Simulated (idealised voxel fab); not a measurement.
process module | voxel local oxidation
cross-section cut | 155 nm wide | cells 5 nm
A cross-section is a grid of square cells, given in bands from the top down. A band is one or more rows of cells.
Each band's line starts with the height of the band's top and of its bottom, in nm. Then come its materials from left to right, each with its width in nm. One material with "throughout" fills the band from edge to edge. "air" is empty space.
Height 0 is the level under which the wafer as received is all one material. The lowest band goes on downwards, as in "0 down".
A width such as "30 to 40" changes by the same amount from each row of cells to the next, from the band's top row to its bottom row.
"no change" after a step means that no cell of the cross-section changed.
closed voids: empty space of 8 cells or more with no open way to the top, each as width x height at its distance from the left edge, in nm
after a step's settings: what the simulator itself notes on the step
overlay nm, on a step with a mask: how far to the right of its planned place the mask lay; to the left if negative
plan
1 op RECEIVE | material Si
2 op CONFORMAL_DEP | material SiO2 | thk nm 5
3 op CONFORMAL_DEP | material SiN | thk nm 10
4 op DIRECTIONAL_DEP | material aC | thk nm 15
5 op PATTERN | tone cover | mask id ACTIVE | material resist | width nm 125 | thk nm 30 | overlay nm 0
6 op DIRECTIONAL_ETCH | etch materials aC | depth nm 15
7 op STRIP | etch materials resist
8 op DIRECTIONAL_ETCH | etch materials SiN | depth nm 10
9 op STRIP | etch materials aC
10 op SELECTIVE_ETCH | etch materials SiO2 | depth nm 5
11 op OXIDIZE | depth nm 10
12 op STRIP | etch materials SiN
first wafer, as planned
as received, after step 1
  0 down: Si throughout
  closed voids: none
after step 2
  5 to 0: SiO2 throughout
  below 0: unchanged
after step 3
  15 to 5: SiN throughout
  below 5: unchanged
after step 4
  30 to 15: aC throughout
  below 15: unchanged
after step 5
  60 to 30: air 15 | resist 125 | air 15
  below 30: unchanged
after step 6
  45 to 30: air 15 | resist 125 | air 15
  30 to 15: air 15 | aC 125 | air 15
  below 15: unchanged
after step 7
  30 to 15: air 15 | aC 125 | air 15
  below 15: unchanged
after step 8
  30 to 15: air 15 | aC 125 | air 15
  15 to 5: air 15 | SiN 125 | air 15
  below 5: unchanged
after step 9
  15 to 5: air 15 | SiN 125 | air 15
  below 5: unchanged
after step 10
  15 to 5: air 15 | SiN 125 | air 15
  5 to 0: air 20 | SiO2 115 | air 20
  below 0: unchanged
after step 11
  15 to 5: air 15 | SiN 125 | air 15
  5 to 0: air 20 | SiO2 115 | air 20
  0 to -10: SiO2 30 | Si 95 | SiO2 30
  below -10: unchanged
after step 12
  5 to 0: air 20 | SiO2 115 | air 20
  below 0: unchanged
second wafer: like start, like plan, one mistake. Through step 5 it matches the first wafer
when step 6 should have ended
  30 to 15: air 15 | aC 125 | air 15
  below 15: unchanged
when step 7 should have ended: no change
when step 8 should have ended
  30 to 15: air 15 | aC 125 | air 15
  15 to 5: air 15 | SiN 125 | air 15
  below 5: unchanged
when step 9 should have ended
  15 to 5: air 15 | SiN 125 | air 15
  below 5: unchanged
when step 10 should have ended
  15 to 5: air 15 | SiN 125 | air 15
  5 to 0: air 20 | SiO2 115 | air 20
  below 0: unchanged
when step 11 should have ended
  15 to 5: air 15 | SiN 125 | air 15
  5 to 0: air 20 | SiO2 115 | air 20
  0 to -10: SiO2 30 | Si 95 | SiO2 30
  below -10: unchanged
when step 12 should have ended
  5 to 0: air 20 | SiO2 115 | air 20
  below 0: unchanged
what went wrong: step 6 was run twice
at the end the two cross-sections are the same: no effect in what this model computes
